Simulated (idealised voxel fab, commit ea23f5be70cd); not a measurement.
process module | voxel gate over fins
cross-section cut | 250 nm wide | cells 5 nm
A cross-section is a grid of square cells, given in bands from the top down. A band is one or more rows of cells.
Each band's line starts with the height of the band's top and of its bottom, in nm. Then come its materials from left to right, each with its width in nm. One material with "throughout" fills the band from edge to edge. "air" is empty space.
Height 0 is the level under which the wafer as received is all one material. The lowest band goes on downwards, as in "0 down".
A width such as "30 to 40" changes by the same amount from each row of cells to the next, from the band's top row to its bottom row.
"no change" after a step means that no cell of the cross-section changed.
closed voids: empty space of 8 cells or more with no open way to the top, each as width x height at its distance from the left edge, in nm
after a step's settings: what the simulator itself notes on the step
overlay nm, on a step with a mask: how far to the right of its planned place the mask lay; to the left if negative
plan
1 op RECEIVE | material Si
2 op CONFORMAL_DEP | material SiN | thk nm 10
3 op PATTERN | tone cover | mask id FINS | material resist | width nm 15 | pitch nm 60 | thk nm 20 | overlay nm 0
4 op DIRECTIONAL_ETCH | etch materials SiN | depth nm 10
5 op DIRECTIONAL_ETCH | etch materials Si | depth nm 40
6 op STRIP | etch materials resist
7 op OXIDIZE | depth nm 5
8 op FILL_DEP | material SiO2 | thk nm 5
9 op CMP | height nm 10
10 op MASKED_ETCH | tone open | mask id RAIL | width nm 15 | etch materials SiO2 | depth nm 45 | overlay nm 0
11 op CONFORMAL_DEP | material TiN | thk nm 5
12 op FILL_DEP | material Ru | thk nm 10
13 op CMP | height nm 10
14 op SELECTIVE_ETCH | etch materials W Ru TiN | depth nm 25
15 op FILL_DEP | material SiO2 | thk nm 5
16 op CMP | height nm 10
17 op SELECTIVE_ETCH | etch materials SiO2 | depth nm 20
18 op STRIP | etch materials SiN
19 op CONFORMAL_DEP | material HfO2 | thk nm 5
20 op CONFORMAL_DEP | material TiN | thk nm 5
21 op CONFORMAL_DEP | material TiAl | thk nm 5
22 op CONFORMAL_DEP | material TiN | thk nm 5
23 op FILL_DEP | material W | thk nm 10
24 op CMP | height nm 25
25 op CONFORMAL_DEP | material SiCN | thk nm 10
as received, after step 1
  0 down: Si throughout
  closed voids: none
first wafer at the end, as planned
  35 to 25: SiCN throughout
  25 to 20: W throughout
  20 to 15: W 10 | TiN 45 | W 15 | TiN 45 | W 15 | TiN 45 | W 15 | TiN 45 | W 15
  15 to 10: W 10 | TiN 5 | TiAl 35 | TiN 5 | W 15 | TiN 5 | TiAl 35 | TiN 5 | W 15 | TiN 5 | TiAl 35 | TiN 5 | W 15 | TiN 5 | TiAl 35 | TiN 5 | W 15
  10 to 5: TiN 15 | TiAl 5 | TiN 25 | TiAl 5 | TiN 25 | TiAl 5 | TiN 25 | TiAl 5 | TiN 25 | TiAl 5 | TiN 25 | TiAl 5 | TiN 25 | TiAl 5 | TiN 25 | TiAl 5 | TiN 20
  5 to 0: TiAl 20 | TiN 5 | HfO2 15 | TiN 5 | TiAl 35 | TiN 5 | HfO2 15 | TiN 5 | TiAl 35 | TiN 5 | HfO2 15 | TiN 5 | TiAl 35 | TiN 5 | HfO2 15 | TiN 5 | TiAl 25
  0 to -5: TiN 25 | HfO2 5 | Si 5 | HfO2 5 | TiN 45 | HfO2 5 | Si 5 | HfO2 5 | TiN 45 | HfO2 5 | Si 5 | HfO2 5 | TiN 45 | HfO2 5 | Si 5 | HfO2 5 | TiN 30
  -5 to -10: HfO2 30 | Si 5 | HfO2 55 | Si 5 | HfO2 55 | Si 5 | HfO2 55 | Si 5 | HfO2 35
  -10 to -15: SiO2 30 | Si 5 | SiO2 55 | Si 5 | SiO2 55 | Si 5 | SiO2 55 | Si 5 | SiO2 35
  -15 to -30: SiO2 30 | Si 5 | SiO2 20 | TiN 5 | Ru 5 | TiN 5 | SiO2 20 | Si 5 | SiO2 55 | Si 5 | SiO2 55 | Si 5 | SiO2 35
  -30 to -35: SiO2 30 | Si 5 | SiO2 20 | TiN 15 | SiO2 20 | Si 5 | SiO2 55 | Si 5 | SiO2 55 | Si 5 | SiO2 35
  -35 to -45: SiO2 30 | Si 5 | SiO2 55 | Si 5 | SiO2 55 | Si 5 | SiO2 55 | Si 5 | SiO2 35
  -45 down: Si throughout
  closed voids: none
second wafer at the end: like start, like plan, one mistake
  35 to 25: SiCN throughout
  25 to 20: W throughout
  20 to 15: W 10 | TiN 45 | W 15 | TiN 45 | W 15 | TiN 45 | W 15 | TiN 45 | W 15
  15 to 10: W 10 | TiN 5 | TiAl 35 | TiN 5 | W 15 | TiN 5 | TiAl 35 | TiN 5 | W 15 | TiN 5 | TiAl 35 | TiN 5 | W 15 | TiN 5 | TiAl 35 | TiN 5 | W 15
  10 to 5: W 10 | TiN 5 | TiAl 5 | TiN 25 | TiAl 5 | TiN 5 | W 15 | TiN 5 | TiAl 5 | TiN 25 | TiAl 5 | TiN 5 | W 15 | TiN 5 | TiAl 5 | TiN 25 | TiAl 5 | TiN 5 | W 15 | TiN 5 | TiAl 5 | TiN 25 | TiAl 5 | TiN 5 | W 15
  5 to 0: W 10 | TiN 5 | TiAl 5 | TiN 5 | HfO2 15 | TiN 5 | TiAl 5 | TiN 25 | TiAl 5 | TiN 5 | HfO2 15 | TiN 5 | TiAl 5 | TiN 5 | W 15 | TiN 5 | TiAl 5 | TiN 5 | HfO2 15 | TiN 5 | TiAl 5 | TiN 5 | W 15 | TiN 5 | TiAl 5 | TiN 5 | HfO2 15 | TiN 5 | TiAl 5 | TiN 5 | W 15
  0 to -5: W 10 | TiN 5 | TiAl 5 | TiN 5 | HfO2 5 | Si 5 | HfO2 5 | TiN 5 | TiAl 35 | TiN 5 | HfO2 5 | Si 5 | HfO2 5 | TiN 5 | TiAl 5 | TiN 5 | W 15 | TiN 5 | TiAl 5 | TiN 5 | HfO2 5 | Si 5 | HfO2 5 | TiN 5 | TiAl 5 | TiN 5 | W 15 | TiN 5 | TiAl 5 | TiN 5 | HfO2 5 | Si 5 | HfO2 5 | TiN 5 | TiAl 5 | TiN 5 | W 15
  -5 to -10: W 10 | TiN 5 | TiAl 5 | TiN 5 | HfO2 5 | Si 5 | HfO2 5 | TiN 45 | HfO2 5 | Si 5 | HfO2 5 | TiN 5 | TiAl 5 | TiN 5 | W 15 | TiN 5 | TiAl 5 | TiN 5 | HfO2 5 | Si 5 | HfO2 5 | TiN 5 | TiAl 5 | TiN 5 | W 15 | TiN 5 | TiAl 5 | TiN 5 | HfO2 5 | Si 5 | HfO2 5 | TiN 5 | TiAl 5 | TiN 5 | W 15
  -10 to -15: TiN 15 | TiAl 5 | TiN 5 | HfO2 5 | Si 5 | HfO2 5 | TiN 10 | HfO2 25 | TiN 10 | HfO2 5 | Si 5 | HfO2 5 | TiN 5 | TiAl 5 | TiN 25 | TiAl 5 | TiN 5 | HfO2 5 | Si 5 | HfO2 5 | TiN 5 | TiAl 5 | TiN 25 | TiAl 5 | TiN 5 | HfO2 5 | Si 5 | HfO2 5 | TiN 5 | TiAl 5 | TiN 20
  -15 to -20: TiAl 20 | TiN 5 | HfO2 5 | Si 5 | HfO2 5 | TiN 10 | HfO2 5 | TiN 5 | Ru 5 | TiN 5 | HfO2 5 | TiN 10 | HfO2 5 | Si 5 | HfO2 5 | TiN 5 | TiAl 35 | TiN 5 | HfO2 5 | Si 5 | HfO2 5 | TiN 5 | TiAl 35 | TiN 5 | HfO2 5 | Si 5 | HfO2 5 | TiN 5 | TiAl 25
  -20 to -25: TiN 25 | HfO2 5 | Si 5 | HfO2 5 | TiN 10 | HfO2 5 | TiN 5 | Ru 5 | TiN 5 | HfO2 5 | TiN 10 | HfO2 5 | Si 5 | HfO2 5 | TiN 45 | HfO2 5 | Si 5 | HfO2 5 | TiN 45 | HfO2 5 | Si 5 | HfO2 5 | TiN 30
  -25 to -30: HfO2 30 | Si 5 | HfO2 20 | TiN 5 | Ru 5 | TiN 5 | HfO2 20 | Si 5 | HfO2 55 | Si 5 | HfO2 55 | Si 5 | HfO2 35
  -30 to -35: SiO2 30 | Si 5 | SiO2 20 | TiN 15 | SiO2 20 | Si 5 | SiO2 55 | Si 5 | SiO2 55 | Si 5 | SiO2 35
  -35 to -45: SiO2 30 | Si 5 | SiO2 55 | Si 5 | SiO2 55 | Si 5 | SiO2 55 | Si 5 | SiO2 35
  -45 down: Si throughout
  closed voids: none
what went wrong: step 17 was run twice
at the end the second wafer has, in cells: 38 more of HfO2 | 175 fewer of SiO2 | 26 more of TiAl | 64 more of TiN | 47 more of W
